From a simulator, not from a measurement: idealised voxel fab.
voxel gate over fins: a process module
The figure presents cross-section cut, which has a width of 220 nm and is divided into square cells with an edge length of 5 nm.
Each cross-section below is a grid of square cells, stated as bands in top-down order, with one or more rows of cells making up each band.
It is stipulated that each band's entry specify, in nanometres, the height of the top of the band and then that of its bottom, followed by the materials of the band in left-to-right sequence, each together with its width in nanometres. A single material marked by the word "full width" is understood to fill the band from edge to edge; the word "empty" is understood to denote empty space.
For the purposes of this specification, 0 denotes the height below which the wafer in its as-received condition is composed wholly of one material, and the lowermost band, lacking a lower limit, extends downward without end, as expressed in "from 0 down".
Width: "30..40" (first number = top row, second number = bottom row, same change from row to row of cells).
A step reported as "no change" is a step in which no cell of the cross-section changed.
Basically, "Entrapped void list" tells you about the enclosed voids: empty spaces with no open way to the top, 8 cells or bigger, each written width x height at distance, where distance is from the left edge, all in nm.
On each step's line, the part that comes after the settings is the simulator's own comment on the step.
The optional step-line setting "overlay nm" applies to steps with a mask and quantifies how far to the right of its planned location the mask lay, a negative value indicating leftward placement.
**Set out below are the planned steps of the process**
1 RECEIVE [material Si]
2 CONFORMAL_DEP [material SiN] [thk nm 10]
3 PATTERN [tone cover] [mask id FINS] [material resist] [width nm 15] [pitch nm 50] [thk nm 20] [overlay nm -10]
4 DIRECTIONAL_ETCH [etch materials SiN] [depth nm 10]
5 DIRECTIONAL_ETCH [etch materials Si] [depth nm 40]
6 STRIP [etch materials resist]
7 OXIDIZE [depth nm 5]
8 FILL_DEP [material SiO2] [thk nm 5]
9 CMP [height nm 10]
10 DIRECTIONAL_DEP [material aC] [thk nm 10]
11 PATTERN [tone open] [mask id RAIL] [material resist] [width nm 15] [thk nm 25] [overlay nm 0]
12 DIRECTIONAL_ETCH [etch materials aC] [depth nm 10]
13 STRIP [etch materials resist]
14 DIRECTIONAL_ETCH [etch materials SiO2] [depth nm 45]
15 STRIP [etch materials aC]
16 CONFORMAL_DEP [material TiN] [thk nm 5]
17 FILL_DEP [material W] [thk nm 10]
18 CMP [height nm 10]
19 SELECTIVE_ETCH [etch materials W Ru TiN] [depth nm 30]
20 FILL_DEP [material SiO2] [thk nm 5]
21 CMP [height nm 10]
22 SELECTIVE_ETCH [etch materials SiO2] [depth nm 20]
23 STRIP [etch materials SiN]
24 CONFORMAL_DEP [material HfO2] [thk nm 5]
25 CONFORMAL_DEP [material TiN] [thk nm 5]
26 FILL_DEP [material W] [thk nm 15]
27 CMP [height nm 20]
28 CONFORMAL_DEP [material SiCN] [thk nm 5]
Don't read the plan's overlay nm for step 3 as applying to every wafer: that's the first wafer's value, and the wafers differ in it, though they all start identical.
**As received, i.e. after step 1: cross-section through the first of several wafers**
from 0 down | Si full width
Entrapped void list: none
**After the module's final step, step 28: the first of several wafers in cross-section**
from 25 to 20 | SiCN full width
from 20 to 10 | W full width
from 10 to 5 | W 10 | TiN 25 | W 25 | TiN 25 | W 25 | TiN 25 | W 25 | TiN 25 | W 35
from 5 to 0 | W 10 | TiN 5 | HfO2 15 | TiN 5 | W 25 | TiN 5 | HfO2 15 | TiN 5 | W 25 | TiN 5 | HfO2 15 | TiN 5 | W 25 | TiN 5 | HfO2 15 | TiN 5 | W 35
from 0 to -5 | TiN 15 | HfO2 5 | Si 5 | HfO2 5 | TiN 35 | HfO2 5 | Si 5 | HfO2 5 | TiN 35 | HfO2 5 | Si 5 | HfO2 5 | TiN 35 | HfO2 5 | Si 5 | HfO2 5 | TiN 40
from -5 to -10 | HfO2 20 | Si 5 | HfO2 45 | Si 5 | HfO2 45 | Si 5 | HfO2 45 | Si 5 | HfO2 45
from -10 to -20 | SiO2 20 | Si 5 | SiO2 45 | Si 5 | SiO2 45 | Si 5 | SiO2 45 | Si 5 | SiO2 45
from -20 to -30 | SiO2 20 | Si 5 | SiO2 25 | TiN 5 | W 5 | TiN 5 | SiO2 5 | Si 5 | SiO2 45 | Si 5 | SiO2 45 | Si 5 | SiO2 45
from -30 to -35 | SiO2 20 | Si 5 | SiO2 25 | TiN 15 | SiO2 5 | Si 5 | SiO2 45 | Si 5 | SiO2 45 | Si 5 | SiO2 45
from -35 to -45 | SiO2 20 | Si 5 | SiO2 45 | Si 5 | SiO2 45 | Si 5 | SiO2 45 | Si 5 | SiO2 45
from -45 down | Si full width
Entrapped void list: none
**Here's the last wafer cross-sectioned at the end of the module**
from 25 to 20 | SiCN full width
from 20 to 10 | W full width
from 10 to 5 | W 35 | TiN 25 | W 25 | TiN 25 | W 25 | TiN 25 | W 25 | TiN 25 | W 10
from 5 to 0 | W 35 | TiN 5 | HfO2 15 | TiN 5 | W 25 | TiN 5 | HfO2 15 | TiN 5 | W 25 | TiN 5 | HfO2 15 | TiN 5 | W 25 | TiN 5 | HfO2 15 | TiN 5 | W 10
from 0 to -5 | TiN 40 | HfO2 5 | Si 5 | HfO2 5 | TiN 35 | HfO2 5 | Si 5 | HfO2 5 | TiN 35 | HfO2 5 | Si 5 | HfO2 5 | TiN 35 | HfO2 5 | Si 5 | HfO2 5 | TiN 15
from -5 to -10 | HfO2 45 | Si 5 | HfO2 45 | Si 5 | HfO2 45 | Si 5 | HfO2 45 | Si 5 | HfO2 20
from -10 to -20 | SiO2 45 | Si 5 | SiO2 45 | Si 5 | SiO2 45 | Si 5 | SiO2 45 | Si 5 | SiO2 20
from -20 to -35 | SiO2 45 | Si 5 | SiO2 5 | TiN 10 | SiO2 30 | Si 5 | SiO2 45 | Si 5 | SiO2 45 | Si 5 | SiO2 20
from -35 to -45 | SiO2 45 | Si 5 | SiO2 45 | Si 5 | SiO2 45 | Si 5 | SiO2 45 | Si 5 | SiO2 20
from -45 down | Si full width
Entrapped void list: none
**Tabulated below, wafer by wafer, are the end-of-module results: for each material, the number of cells gained (+) or lost (-) relative to the as-received state, followed by the closed voids**
overlay nm -10; +60 HfO2; -360 Si; +44 SiCN; +271 SiO2; +67 TiN; +138 W; Entrapped void list: none
overlay nm -5; +60 HfO2; -360 Si; +44 SiCN; +271 SiO2; +67 TiN; +138 W; Entrapped void list: none
overlay nm 0; +60 HfO2; -360 Si; +44 SiCN; +271 SiO2; +67 TiN; +138 W; Entrapped void list: none
overlay nm 5; +60 HfO2; -360 Si; +44 SiCN; +271 SiO2; +67 TiN; +138 W; Entrapped void list: none
overlay nm 10; +60 HfO2; -360 Si; +44 SiCN; +271 SiO2; +67 TiN; +138 W; Entrapped void list: none
overlay nm 15; +60 HfO2; -360 Si; +44 SiCN; +274 SiO2; +66 TiN; +136 W; Entrapped void list: none
